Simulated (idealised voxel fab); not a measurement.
process module | voxel released beams
cross-section cut | 285 nm wide | cells 5 nm
A cross-section is a grid of square cells, given in bands from the top down. A band is one or more rows of cells.
Each band's line starts with the height of the band's top and of its bottom, in nm. Then come its materials from left to right, each with its width in nm. One material with "throughout" fills the band from edge to edge. "air" is empty space.
Height 0 is the level under which the wafer as received is all one material. The lowest band goes on downwards, as in "0 down".
A width such as "30 to 40" changes by the same amount from each row of cells to the next, from the band's top row to its bottom row.
"no change" after a step means that no cell of the cross-section changed.
closed voids: empty space of 8 cells or more with no open way to the top, each as width x height at its distance from the left edge, in nm
after a step's settings: what the simulator itself notes on the step
overlay nm, on a step with a mask: how far to the right of its planned place the mask lay; to the left if negative
plan
1 op RECEIVE | material Si
2 op CONFORMAL_DEP | material SiN | thk nm 5
3 op DIRECTIONAL_DEP | material SiO2 | thk nm 15
4 op PATTERN | tone open | mask id ANCHOR | material resist | width nm 35 | thk nm 20 | overlay nm 0
5 op DIRECTIONAL_ETCH | etch materials SiO2 | depth nm 15
6 op STRIP | etch materials resist
7 op CONFORMAL_DEP | material polySi | thk nm 15
8 op DIRECTIONAL_DEP | material aC | thk nm 15
9 op PATTERN | tone cover | mask id BEAM | material resist | width nm 100 | thk nm 30 | overlay nm 0
10 op DIRECTIONAL_ETCH | etch materials aC | depth nm 15
11 op STRIP | etch materials resist
12 op DIRECTIONAL_ETCH | etch materials polySi | depth nm 15
13 op STRIP | etch materials aC
14 op STRIP | etch materials SiO2
as received, after step 1
  0 down: Si throughout
  closed voids: none
a wafer at the end: this start, this plan, one mistake
  35 to 20: air 90 | polySi 20 | air 5 | polySi 75 | air 95
  20 to 5: air 95 | polySi 35 | air 155
  5 to 0: polySi throughout
  0 down: Si throughout
  closed voids: none
what went wrong: step 2 ran as: op CONFORMAL_DEP | material polySi | thk nm 5
